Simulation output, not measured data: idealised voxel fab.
Process module, titled voxel spacer lines
It is cross-section cut that appears here, measuring 260 nm in width, its square cells being 5 nm in size.
A cross-section in this document is a grid of square cells, and it is written down as bands, the top band listed before the ones below it; a band is made up of one or more rows of cells.
Top height, bottom height, nm. Materials left to right, width each, nm. Single material + "throughout" = fills band edge to edge. "empty" = empty.
All heights in this document are referenced to 0, defined as the level beneath which the wafer, as received, consists entirely of one material. The lowest band is not bounded below; it extends indefinitely downward and is written in the form "0 and below".
A width given as "30..40" starts at the first number in the band's top row and ends at the second number in its bottom row, shifting by an equal amount at every step from row to row.
You'll sometimes find "nothing changed" written for a step, and that's the way of saying that nowhere in the cross-section did a cell change during that step.
"closed voids" contains a list of empty spaces, each no smaller than 8 cells and without an open way to the top, written in the form width x height at distance with the distance from the left edge and all three in nm.
Step line, after settings: the simulator's comment on this step.
overlay nm, on a step with a mask: how far to the right of its planned place the mask lay; to the left if negative

Planned step list for the process:
| 1 | RECEIVE: material Si |
| 2 | CONFORMAL_DEP: material Al2O3, thk nm 5 |
| 3 | DIRECTIONAL_DEP: material SiN, thk nm 15 |
| 4 | DIRECTIONAL_DEP: material aC, thk nm 25 |
| 5 | PATTERN: tone cover, mask id MANDREL, material resist, width nm 20, pitch nm 60, thk nm 35, overlay nm 0 |
| 6 | DIRECTIONAL_ETCH: etch materials aC, depth nm 25 |
| 7 | STRIP: etch materials resist |
| 8 | CONFORMAL_DEP: material SiO2, thk nm 10 |
| 9 | DIRECTIONAL_ETCH: etch materials SiO2, depth nm 10 |
| 10 | STRIP: etch materials aC |
| 11 | DIRECTIONAL_ETCH: etch materials SiN, depth nm 15 |
| 12 | STRIP: etch materials SiO2 |

Cross-section of the wafer at receipt, which is the condition after step 1:
* 0 and below: Si throughout
* closed voids: none

Look at the cross-section after the module: the wafer started out the way shown above and the plan was the one shown above, yet one mistake was made along the way:
* 30 down to 5: aC throughout
* 5 down to 0: Al2O3 throughout
* 0 and below: Si throughout
* closed voids: none
Heads up, the wafer didn't run the way we planned it: steps 3 and 4 were swapped
